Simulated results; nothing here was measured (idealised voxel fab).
Process module name: voxel lift off
Displayed cross-section: cut, width of 155 nm, square cells sized 5 nm.
Cross-section format: a grid of square cells, given as bands from top to bottom; each band is one or more rows of cells. Band: top height; bottom height; in nm. Then, left to right: material with width in nm, for each material. "all across": a single material spanning edge to edge. "blank": empty space. Heights are measured from 0, the level below which the as-received wafer is all one material; the lowest band has no bottom and continues downward, written as in "0 nm and below". A width such as "30 to 40" changes by the same amount from each row of cells to the next, from the band's top row to its bottom row. The cross-section has no changed cell in any step marked "no alteration". Heads up: "closed voids" only lists the empty pockets with no open path to the top that are 8 cells or more, and it writes them as width x height at distance, distance from the left edge, in nm. Step line, after settings: the simulator's comment on this step. "overlay nm", when on a step's line for a step with a mask, measures how far to the right of its planned place the mask lay; a negative measure means to the left.

-- Process steps foreseen in the plan
| 1 | RECEIVE with material Si |
| 2 | CONFORMAL_DEP with material SiN, thk nm 10 |
| 3 | PATTERN with tone open, mask id LINES, material resist, width nm 15, pitch nm 40, thk nm 25, overlay nm 0 |
| 4 | DIRECTIONAL_DEP with material Ru, thk nm 15 |
| 5 | STRIP with etch materials resist |
| 6 | CONFORMAL_DEP with material SiO2, thk nm 5 |

-- As received (post step 1): cross-section
  0 nm and below = Si all across
  closed voids: none

-- first wafer at the end, as planned
  30 nm to 25 nm = blank (25); SiO2 (25); blank (15); SiO2 (25); blank (15); SiO2 (25); blank (25)
  25 nm to 15 nm = blank (25); SiO2 (5); Ru (15); SiO2 (5); blank (15); SiO2 (5); Ru (15); SiO2 (5); blank (15); SiO2 (5); Ru (15); SiO2 (5); blank (25)
  15 nm to 10 nm = SiO2 (30); Ru (15); SiO2 (25); Ru (15); SiO2 (25); Ru (15); SiO2 (30)
  10 nm to 0 nm = SiN all across
  0 nm and below = Si all across
  closed voids: none

-- Second wafer cross-section at end of module - shared start and plan with the first, one mistake in the run
  30 nm to 25 nm = blank (25); SiO2 (30); blank (10); SiO2 (30); blank (10); SiO2 (30); blank (20)
  25 nm to 15 nm = blank (25); SiO2 (5); Ru (20); SiO2 (5); blank (10); SiO2 (5); Ru (20); SiO2 (5); blank (10); SiO2 (5); Ru (20); SiO2 (5); blank (20)
  15 nm to 10 nm = SiO2 (30); Ru (20); SiO2 (20); Ru (20); SiO2 (20); Ru (20); SiO2 (25)
  10 nm to 0 nm = SiN all across
  0 nm and below = Si all across
  closed voids: none
It is concluded that the wafer was processed incorrectly with respect to the plan, in that note that step 3 departed from the planned setting and was carried out as PATTERN with tone open, mask id LINES, material resist, width nm 20, pitch nm 40, thk nm 25, overlay nm 0
Bottom line after processing is that, in cells, the second wafer is up or down on some materials versus the first: Ru +9
